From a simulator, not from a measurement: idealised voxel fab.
The following process module bears the name voxel gate over fins.
FYI the section here is cut, 210 nm wide, cells are 5 nm squares.
Each cross-section below is a grid of square cells, stated as bands in top-down order, with one or more rows of cells making up each band. Within each band entry, the heights of the top and of the bottom of the band appear first, in that order and in nm; the materials of the band then follow from left to right, each with its corresponding width in nm. The designation "throughout" on a single material indicates that it fills the band from edge to edge; the designation "empty" indicates empty space. Note: height 0 marks the level under which the wafer is uniformly one material as received. Lowest band unbounded below, written "0 nm and below". The notation "30->40" denotes a width that varies across the rows of cells in the band, beginning at the first number in the top row, finishing at the second number in the bottom row, and changing by an identical amount from each row to the next. Where the words "nothing altered" appear for a step, the cross-section shows no cell changed by that step; every cell remained as before. Empty spaces without an open route to the top, at least 8 cells in extent, make up the entry "Closed cavity list"; each is given as width x height at distance, where the distance is measured from the left edge, and all are in nm. Where a step's line continues beyond its settings, the continuation is a remark by the simulator itself on that step. The optional step-line setting "overlay nm" applies to steps with a mask and quantifies how far to the right of its planned location the mask lay, a negative value indicating leftward placement.

[This section lists the process steps that were planned]
step 1: RECEIVE | material Si
step 2: CONFORMAL_DEP | material SiN | thk nm 10
step 3: MASKED_ETCH | tone cover | mask id FINS | width nm 15 | pitch nm 40 | etch materials SiN | depth nm 10 | overlay nm 0
step 4: MASKED_ETCH | tone cover | mask id FINS | width nm 15 | pitch nm 40 | etch materials Si | depth nm 35 | overlay nm 0
step 5: OXIDIZE | depth nm 5
step 6: FILL_DEP | material SiO2 | thk nm 15
step 7: CMP | height nm 10
step 8: SELECTIVE_ETCH | etch materials SiO2 | depth nm 20
step 9: STRIP | etch materials SiN
step 10: CONFORMAL_DEP | material HfO2 | thk nm 5
step 11: CONFORMAL_DEP | material TiN | thk nm 5
step 12: FILL_DEP | material W | thk nm 15
step 13: CMP | height nm 20
step 14: CONFORMAL_DEP | material SiN | thk nm 5

[Cross-section of the wafer as it came to us, i.e., already through step 1]
* 0 nm and below  Si throughout
* Closed cavity list: none

[Cross-section: first of two wafers, module finished, run according to plan]
* 25 nm to 20 nm  SiN throughout
* 20 nm to 10 nm  W throughout
* 10 nm to 5 nm  W 70, TiN 25, W 15, TiN 25, W 75
* 5 nm to 0 nm  W 70, TiN 5, HfO2 15, TiN 5, W 15, TiN 5, HfO2 15, TiN 5, W 75
* 0 nm to -5 nm  TiN 75, HfO2 5, Si 5, HfO2 5, TiN 25, HfO2 5, Si 5, HfO2 5, TiN 80
* -5 nm to -10 nm  HfO2 80, Si 5, HfO2 35, Si 5, HfO2 85
* -10 nm to -40 nm  SiO2 80, Si 5, SiO2 35, Si 5, SiO2 85
* -40 nm and below  Si throughout
* Closed cavity list: none

[This cross-section belongs to the second wafer of two at the end of the module; the start and the plan were shared with the first, and the run included one mistake]
* 25 nm to 20 nm  SiN throughout
* 20 nm to 10 nm  W throughout
* 10 nm to 5 nm  W 70, TiN 25, W 15, TiN 25, W 75
* 5 nm to 0 nm  W 65, TiN 10, HfO2 15, TiN 10, W 5, TiN 10, HfO2 15, TiN 10, W 70
* 0 nm to -5 nm  TiN 70, HfO2 10, Si 5, HfO2 10, TiN 15, HfO2 10, Si 5, HfO2 10, TiN 75
* -5 nm to -10 nm  HfO2 75, Si 15, HfO2 25, Si 15, HfO2 80
* -10 nm to -40 nm  SiO2 75, Si 15, SiO2 25, Si 15, SiO2 80
* -40 nm and below  Si throughout
* Closed cavity list: none
Heads up, the wafer didn't run the way we planned it: step 4 ran with different settings than intended, the actual operation and settings being MASKED_ETCH | tone cover | mask id FINS | width nm 25 | pitch nm 40 | etch materials Si | depth nm 35 | overlay nm 0
Final wafer comparison in cells, second versus first, more or fewer per material: 28 more of Si; 24 fewer of SiO2; 4 fewer of W
